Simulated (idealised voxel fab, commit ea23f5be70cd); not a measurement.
A process module follows: voxel capacitor over wiring.
Each square cell in cross-section cut measures 5 nm, and the section as a whole is 215 nm wide.
Heads up, the way a cross-section reads in here is a grid of square cells, handed over as bands from the top down, with every band being one or more rows of cells. A band entry consists of two parts. The first gives the height of the band's top and the height of its bottom, in nm. The rest lists the band's materials from left to right, each with its width in nm. A single material labelled with the word "all across" fills the band from edge to edge, and the word "blank" marks empty space. Zero point of the height axis is 0; under it, received wafer = one material. Lowest band: continues down indefinitely, "0 nm and below". The width entry "30..40" should be interpreted row by row: the top row of cells in the band takes the first number, the bottom row takes the second number, and the change between adjacent rows is uniform throughout. The cross-section has no changed cell in any step marked "changes: none". Any empty space of 8 cells or more lacking an open way to the top shows up in "Sealed void listing" as width x height at distance, distance from the left edge, in nm. Anything after a step's settings on that line? It's the simulator's own note about the step. overlay nm: for a step with a mask, the amount by which the mask lay right of where it was planned; a negative amount means left of it.

[Steps in the process plan]
| 1 | RECEIVE,material Si |
| 2 | CONFORMAL_DEP,material SiO2,thk nm 15 |
| 3 | CONFORMAL_DEP,material SiCN,thk nm 5 |
| 4 | DIRECTIONAL_DEP,material SiO2,thk nm 20 |
| 5 | MASKED_ETCH,tone open,mask id METAL_1,width nm 30,pitch nm 80,etch materials SiO2,depth nm 20,overlay nm 0 |
| 6 | MASKED_ETCH,tone open,mask id METAL_1,width nm 30,pitch nm 80,etch materials SiCN,depth nm 5,overlay nm 0 |
| 7 | CONFORMAL_DEP,material TiN,thk nm 5 |
| 8 | FILL_DEP,material Cu,thk nm 10 |
| 9 | CMP,height nm 40 |
| 10 | CONFORMAL_DEP,material SiCN,thk nm 5 |
| 11 | DIRECTIONAL_DEP,material lowk,thk nm 15 |
| 12 | MASKED_ETCH,tone open,mask id PLUG_1,width nm 15,etch materials lowk,depth nm 15,overlay nm 0 |
| 13 | MASKED_ETCH,tone open,mask id PLUG_1,width nm 15,etch materials SiCN,depth nm 5,overlay nm 0 |
| 14 | CONFORMAL_DEP,material TiN,thk nm 5 |
| 15 | FILL_DEP,material W,thk nm 10 |
| 16 | CMP,height nm 60 |
| 17 | DIRECTIONAL_DEP,material TiN,thk nm 10 |
| 18 | DIRECTIONAL_DEP,material HfO2,thk nm 5 |
| 19 | DIRECTIONAL_DEP,material TiN,thk nm 5 |
| 20 | MASKED_ETCH,tone cover,mask id UPPER_PLATE,width nm 55,etch materials TiN,depth nm 5,overlay nm 0 |
| 21 | MASKED_ETCH,tone cover,mask id UPPER_PLATE,width nm 55,etch materials HfO2,depth nm 5,overlay nm 0 |
| 22 | MASKED_ETCH,tone cover,mask id LOWER_PLATE,width nm 65,etch materials TiN,depth nm 10,overlay nm 0 |
| 23 | FILL_DEP,material SiO2,thk nm 20 |
| 24 | CMP,height nm 85 |
| 25 | MASKED_ETCH,tone open,mask id PLUG_2,width nm 15,etch materials SiO2,depth nm 15,overlay nm 0 |
| 26 | CONFORMAL_DEP,material TiN,thk nm 5 |
| 27 | FILL_DEP,material Cu,thk nm 10 |
| 28 | CMP,height nm 95 |
| 29 | CONFORMAL_DEP,material SiCN,thk nm 5 |
For clarity, it should be stated that the wafers under discussion commence in an identical condition and differ with respect to the height nm of step 24, the plan indicating the value that the first wafer had.

[Incoming state of the first of several wafers in cross-section: after step 1]
0 nm and below = Si all across
Sealed void listing: none

[Take a look at the first of several wafers in cross-section: the module is done, and step 29 was its last step]
100 nm to 95 nm = SiCN all across
95 nm to 90 nm = Cu all across
90 nm to 85 nm = 80 of TiN  5 of Cu  130 of TiN
85 nm to 75 nm = 75..65 of SiO2  15..55 of TiN  125..95 of SiO2
75 nm to 70 nm = 65 of SiO2  55 of HfO2  95 of SiO2
70 nm to 60 nm = 60 of SiO2  65 of TiN  90 of SiO2
60 nm to 45 nm = 65 of lowk  5 of TiN  5 of W  5 of TiN  135 of lowk
45 nm to 40 nm = 65 of SiCN  15 of TiN  135 of SiCN
40 nm to 20 nm = 50 of SiO2  5 of TiN  20 of Cu  5 of TiN  50 of SiO2  5 of TiN  20 of Cu  5 of TiN  55 of SiO2
20 nm to 15 nm = 50 of SiCN  30 of TiN  50 of SiCN  30 of TiN  55 of SiCN
15 nm to 0 nm = SiO2 all across
0 nm and below = Si all across
Sealed void listing: none

[End of module: cross-section, last of several wafers]
100 nm to 95 nm = SiCN all across
95 nm to 90 nm = 75 of SiO2  5 of TiN  5 of Cu  5 of TiN  125 of SiO2
90 nm to 85 nm = 75 of SiO2  15 of TiN  125 of SiO2
85 nm to 80 nm = SiO2 all across
80 nm to 75 nm = 65 of SiO2  55 of TiN  95 of SiO2
75 nm to 70 nm = 65 of SiO2  55 of HfO2  95 of SiO2
70 nm to 60 nm = 60 of SiO2  65 of TiN  90 of SiO2
60 nm to 45 nm = 65 of lowk  5 of TiN  5 of W  5 of TiN  135 of lowk
45 nm to 40 nm = 65 of SiCN  15 of TiN  135 of SiCN
40 nm to 20 nm = 50 of SiO2  5 of TiN  20 of Cu  5 of TiN  50 of SiO2  5 of TiN  20 of Cu  5 of TiN  55 of SiO2
20 nm to 15 nm = 50 of SiCN  30 of TiN  50 of SiCN  30 of TiN  55 of SiCN
15 nm to 0 nm = SiO2 all across
0 nm and below = Si all across
Sealed void listing: none

[Here is how to read the rows: every wafer has a row, and it shows the wafer at the end of the module, giving for each material how many cells were gained (+) or lost (-) since the wafer was received, then listing its closed voids]
height nm 85 | +76 Cu | +11 HfO2 | +114 SiCN | +417 SiO2 | +119 TiN | +3 W | +120 lowk | Sealed void listing: none
height nm 90 | +34 Cu | +11 HfO2 | +114 SiCN | +457 SiO2 | +121 TiN | +3 W | +120 lowk | Sealed void listing: none
height nm 95 | +34 Cu | +11 HfO2 | +114 SiCN | +497 SiO2 | +81 TiN | +3 W | +120 lowk | Sealed void listing: none
height nm 100 | +33 Cu | +11 HfO2 | +114 SiCN | +500 SiO2 | +79 TiN | +3 W | +120 lowk | Sealed void listing: none
